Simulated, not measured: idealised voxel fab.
The process module presented herein is designated voxel quadruple lines.
Square cell edge 5 nm, section width 280 nm, ID cut.
Each cross-section below is a grid of square cells, stated as bands in top-down order, with one or more rows of cells making up each band.
A band entry consists of two parts. The first gives the height of the band's top and the height of its bottom, in nm. The rest lists the band's materials from left to right, each with its width in nm. A single material labelled with the word "everywhere" fills the band from edge to edge, and the word "blank" marks empty space.
Measure heights from 0. That's the level where, below it, the as-received wafer is all one material. The lowest band is bottomless and extends downward; write it as in "0 nm and below".
You'd read "30 to 40" like this: the band's top row of cells is as wide as the first number, its bottom row is as wide as the second, and going down, every row changes width by the same amount as the row before did.
Given "changes: none" for a step, no cell of the cross-section differs between before and after that step.
"Sealed internal voids" means: voids of 8 cells or more that are shut off from the top with no open way through. Written width x height at distance, distance from the left edge, in nm.
Post-settings text on a step line: simulator's own remark regarding the step.
The setting "overlay nm" may be written on the line of a step. When the step uses a mask, the value reports how far to the right of the planned place the mask lay, and a negative value reports that it lay to the left.
The following list gives the planned process steps:
- 1: op RECEIVE | material Si
- 2: op CONFORMAL_DEP | material SiO2 | thk nm 10
- 3: op DIRECTIONAL_DEP | material W | thk nm 10
- 4: op DIRECTIONAL_DEP | material polySi | thk nm 20
- 5: op DIRECTIONAL_DEP | material aC | thk nm 20
- 6: op PATTERN | tone cover | mask id MANDREL | material resist | width nm 20 | pitch nm 60 | thk nm 25 | overlay nm 0
- 7: op DIRECTIONAL_ETCH | etch materials aC | depth nm 20
- 8: op STRIP | etch materials resist
- 9: op CONFORMAL_DEP | material SiO2 | thk nm 10
- 10: op DIRECTIONAL_ETCH | etch materials SiO2 | depth nm 10
- 11: op STRIP | etch materials aC
- 12: op DIRECTIONAL_ETCH | etch materials polySi | depth nm 20
- 13: op STRIP | etch materials SiO2
- 14: op CONFORMAL_DEP | material SiCN | thk nm 5
- 15: op DIRECTIONAL_ETCH | etch materials SiCN | depth nm 5
- 16: op STRIP | etch materials polySi
- 17: op DIRECTIONAL_ETCH | etch materials W | depth nm 10
- 18: op STRIP | etch materials SiCN
First of two wafers, processed according to plan:
Cross-sectional view of the wafer in its as-received condition, corresponding to the state after step 1:
0 nm and below | Si everywhere
Sealed internal voids: none
after step 2:
10 nm to 0 nm | SiO2 everywhere
Below a height of 0, the structure has not been altered.
after step 3:
20 nm to 10 nm | W everywhere
Below a height of 10, the structure has not been altered.
after step 4:
40 nm to 20 nm | polySi everywhere
Below a height of 20, the structure has not been altered.
after step 5:
60 nm to 40 nm | aC everywhere
Below a height of 40, the structure has not been altered.
after step 6:
85 nm to 60 nm | blank: 100, then resist: 20, then blank: 40, then resist: 20, then blank: 100
Below a height of 60, the structure has not been altered.
after step 7:
65 nm to 60 nm | blank: 100, then resist: 20, then blank: 40, then resist: 20, then blank: 100
60 nm to 40 nm | blank: 100, then aC: 20, then blank: 40, then aC: 20, then blank: 100
Below a height of 40, the structure has not been altered.
after step 8:
60 nm to 40 nm | blank: 100, then aC: 20, then blank: 40, then aC: 20, then blank: 100
Below a height of 40, the structure has not been altered.
after step 9:
70 nm to 60 nm | blank: 90, then SiO2: 40, then blank: 20, then SiO2: 40, then blank: 90
60 nm to 50 nm | blank: 90, then SiO2: 10, then aC: 20, then SiO2: 10, then blank: 20, then SiO2: 10, then aC: 20, then SiO2: 10, then blank: 90
50 nm to 40 nm | SiO2: 100, then aC: 20, then SiO2: 40, then aC: 20, then SiO2: 100
Below a height of 40, the structure has not been altered.
after step 10:
60 nm to 40 nm | blank: 90, then SiO2: 10, then aC: 20, then SiO2: 10, then blank: 20, then SiO2: 10, then aC: 20, then SiO2: 10, then blank: 90
Below a height of 40, the structure has not been altered.
after step 11:
60 nm to 40 nm | blank: 90, then SiO2: 10, then blank: 20, then SiO2: 10, then blank: 20, then SiO2: 10, then blank: 20, then SiO2: 10, then blank: 90
Below a height of 40, the structure has not been altered.
after step 12:
60 nm to 40 nm | blank: 90, then SiO2: 10, then blank: 20, then SiO2: 10, then blank: 20, then SiO2: 10, then blank: 20, then SiO2: 10, then blank: 90
40 nm to 20 nm | blank: 90, then polySi: 10, then blank: 20, then polySi: 10, then blank: 20, then polySi: 10, then blank: 20, then polySi: 10, then blank: 90
Below a height of 20, the structure has not been altered.
after step 13:
40 nm to 20 nm | blank: 90, then polySi: 10, then blank: 20, then polySi: 10, then blank: 20, then polySi: 10, then blank: 20, then polySi: 10, then blank: 90
Below a height of 20, the structure has not been altered.
after step 14:
45 nm to 40 nm | blank: 85, then SiCN: 20, then blank: 10, then SiCN: 20, then blank: 10, then SiCN: 20, then blank: 10, then SiCN: 20, then blank: 85
40 nm to 25 nm | blank: 85, then SiCN: 5, then polySi: 10, then SiCN: 5, then blank: 10, then SiCN: 5, then polySi: 10, then SiCN: 5, then blank: 10, then SiCN: 5, then polySi: 10, then SiCN: 5, then blank: 10, then SiCN: 5, then polySi: 10, then SiCN: 5, then blank: 85
25 nm to 20 nm | SiCN: 90, then polySi: 10, then SiCN: 20, then polySi: 10, then SiCN: 20, then polySi: 10, then SiCN: 20, then polySi: 10, then SiCN: 90
Below a height of 20, the structure has not been altered.
after step 15:
40 nm to 20 nm | blank: 85, then SiCN: 5, then polySi: 10, then SiCN: 5, then blank: 10, then SiCN: 5, then polySi: 10, then SiCN: 5, then blank: 10, then SiCN: 5, then polySi: 10, then SiCN: 5, then blank: 10, then SiCN: 5, then polySi: 10, then SiCN: 5, then blank: 85
Below a height of 20, the structure has not been altered.
after step 16:
40 nm to 20 nm | blank: 85, then SiCN: 5, then blank: 10, then SiCN: 5, then blank: 10, then SiCN: 5, then blank: 10, then SiCN: 5, then blank: 10, then SiCN: 5, then blank: 10, then SiCN: 5, then blank: 10, then SiCN: 5, then blank: 10, then SiCN: 5, then blank: 85
Below a height of 20, the structure has not been altered.
after step 17:
40 nm to 20 nm | blank: 85, then SiCN: 5, then blank: 10, then SiCN: 5, then blank: 10, then SiCN: 5, then blank: 10, then SiCN: 5, then blank: 10, then SiCN: 5, then blank: 10, then SiCN: 5, then blank: 10, then SiCN: 5, then blank: 10, then SiCN: 5, then blank: 85
20 nm to 10 nm | blank: 85, then W: 5, then blank: 10, then W: 5, then blank: 10, then W: 5, then blank: 10, then W: 5, then blank: 10, then W: 5, then blank: 10, then W: 5, then blank: 10, then W: 5, then blank: 10, then W: 5, then blank: 85
Below a height of 10, the structure has not been altered.
after step 18:
20 nm to 10 nm | blank: 85, then W: 5, then blank: 10, then W: 5, then blank: 10, then W: 5, then blank: 10, then W: 5, then blank: 10, then W: 5, then blank: 10, then W: 5, then blank: 10, then W: 5, then blank: 10, then W: 5, then blank: 85
Below a height of 10, the structure has not been altered.
For the second wafer, take the first wafer's start and plan, then add one mistake made in running it; everything through step 5, that step included, is shared with the first:
Second wafer shown in cross-section at the time step 6 was slated to end:
85 nm to 60 nm | blank: 95, then resist: 30, then blank: 30, then resist: 30, then blank: 95
Below a height of 60, the structure has not been altered.
Second wafer shown in cross-section at the time step 7 was slated to end:
65 nm to 60 nm | blank: 95, then resist: 30, then blank: 30, then resist: 30, then blank: 95
60 nm to 40 nm | blank: 95, then aC: 30, then blank: 30, then aC: 30, then blank: 95
Below a height of 40, the structure has not been altered.
Second wafer shown in cross-section at the time step 8 was slated to end:
60 nm to 40 nm | blank: 95, then aC: 30, then blank: 30, then aC: 30, then blank: 95
Below a height of 40, the structure has not been altered.
Second wafer shown in cross-section at the time step 9 was slated to end:
70 nm to 60 nm | blank: 85, then SiO2: 50, then blank: 10, then SiO2: 50, then blank: 85
60 nm to 50 nm | blank: 85, then SiO2: 10, then aC: 30, then SiO2: 10, then blank: 10, then SiO2: 10, then aC: 30, then SiO2: 10, then blank: 85
50 nm to 40 nm | SiO2: 95, then aC: 30, then SiO2: 30, then aC: 30, then SiO2: 95
Below a height of 40, the structure has not been altered.
Second wafer shown in cross-section at the time step 10 was slated to end:
60 nm to 40 nm | blank: 85, then SiO2: 10, then aC: 30, then SiO2: 10, then blank: 10, then SiO2: 10, then aC: 30, then SiO2: 10, then blank: 85
Below a height of 40, the structure has not been altered.
Second wafer shown in cross-section at the time step 11 was slated to end:
60 nm to 40 nm | blank: 85, then SiO2: 10, then blank: 30, then SiO2: 10, then blank: 10, then SiO2: 10, then blank: 30, then SiO2: 10, then blank: 85
Below a height of 40, the structure has not been altered.
Second wafer shown in cross-section at the time step 12 was slated to end:
60 nm to 40 nm | blank: 85, then SiO2: 10, then blank: 30, then SiO2: 10, then blank: 10, then SiO2: 10, then blank: 30, then SiO2: 10, then blank: 85
40 nm to 20 nm | blank: 85, then polySi: 10, then blank: 30, then polySi: 10, then blank: 10, then polySi: 10, then blank: 30, then polySi: 10, then blank: 85
Below a height of 20, the structure has not been altered.
Second wafer shown in cross-section at the time step 13 was slated to end:
40 nm to 20 nm | blank: 85, then polySi: 10, then blank: 30, then polySi: 10, then blank: 10, then polySi: 10, then blank: 30, then polySi: 10, then blank: 85
Below a height of 20, the structure has not been altered.
Second wafer shown in cross-section at the time step 14 was slated to end:
45 nm to 40 nm | blank: 80, then SiCN: 20, then blank: 20, then SiCN: 40, then blank: 20, then SiCN: 20, then blank: 80
40 nm to 25 nm | blank: 80, then SiCN: 5, then polySi: 10, then SiCN: 5, then blank: 20, then SiCN: 5, then polySi: 10, then SiCN: 10, then polySi: 10, then SiCN: 5, then blank: 20, then SiCN: 5, then polySi: 10, then SiCN: 5, then blank: 80
25 nm to 20 nm | SiCN: 85, then polySi: 10, then SiCN: 30, then polySi: 10, then SiCN: 10, then polySi: 10, then SiCN: 30, then polySi: 10, then SiCN: 85
Below a height of 20, the structure has not been altered.
Second wafer shown in cross-section at the time step 15 was slated to end:
40 nm to 20 nm | blank: 80, then SiCN: 5, then polySi: 10, then SiCN: 5, then blank: 20, then SiCN: 5, then polySi: 10, then SiCN: 10, then polySi: 10, then SiCN: 5, then blank: 20, then SiCN: 5, then polySi: 10, then SiCN: 5, then blank: 80
Below a height of 20, the structure has not been altered.
Second wafer shown in cross-section at the time step 16 was slated to end:
40 nm to 20 nm | blank: 80, then SiCN: 5, then blank: 10, then SiCN: 5, then blank: 20, then SiCN: 5, then blank: 10, then SiCN: 10, then blank: 10, then SiCN: 5, then blank: 20, then SiCN: 5, then blank: 10, then SiCN: 5, then blank: 80
Below a height of 20, the structure has not been altered.
Second wafer shown in cross-section at the time step 17 was slated to end:
40 nm to 20 nm | blank: 80, then SiCN: 5, then blank: 10, then SiCN: 5, then blank: 20, then SiCN: 5, then blank: 10, then SiCN: 10, then blank: 10, then SiCN: 5, then blank: 20, then SiCN: 5, then blank: 10, then SiCN: 5, then blank: 80
20 nm to 10 nm | blank: 80, then W: 5, then blank: 10, then W: 5, then blank: 20, then W: 5, then blank: 10, then W: 10, then blank: 10, then W: 5, then blank: 20, then W: 5, then blank: 10, then W: 5, then blank: 80
Below a height of 10, the structure has not been altered.
Second wafer shown in cross-section at the time step 18 was slated to end:
20 nm to 10 nm | blank: 80, then W: 5, then blank: 10, then W: 5, then blank: 20, then W: 5, then blank: 10, then W: 10, then blank: 10, then W: 5, then blank: 20, then W: 5, then blank: 10, then W: 5, then blank: 80
Below a height of 10, the structure has not been altered.
What was done differently from what was planned? planned and actual differ for step 6; actual: op PATTERN | tone cover | mask id MANDREL | material resist | width nm 30 | pitch nm 60 | thk nm 25 | overlay nm 0
The concluding comparison shows that, measured in cells, each material is equally abundant on both wafers, albeit at different positions.
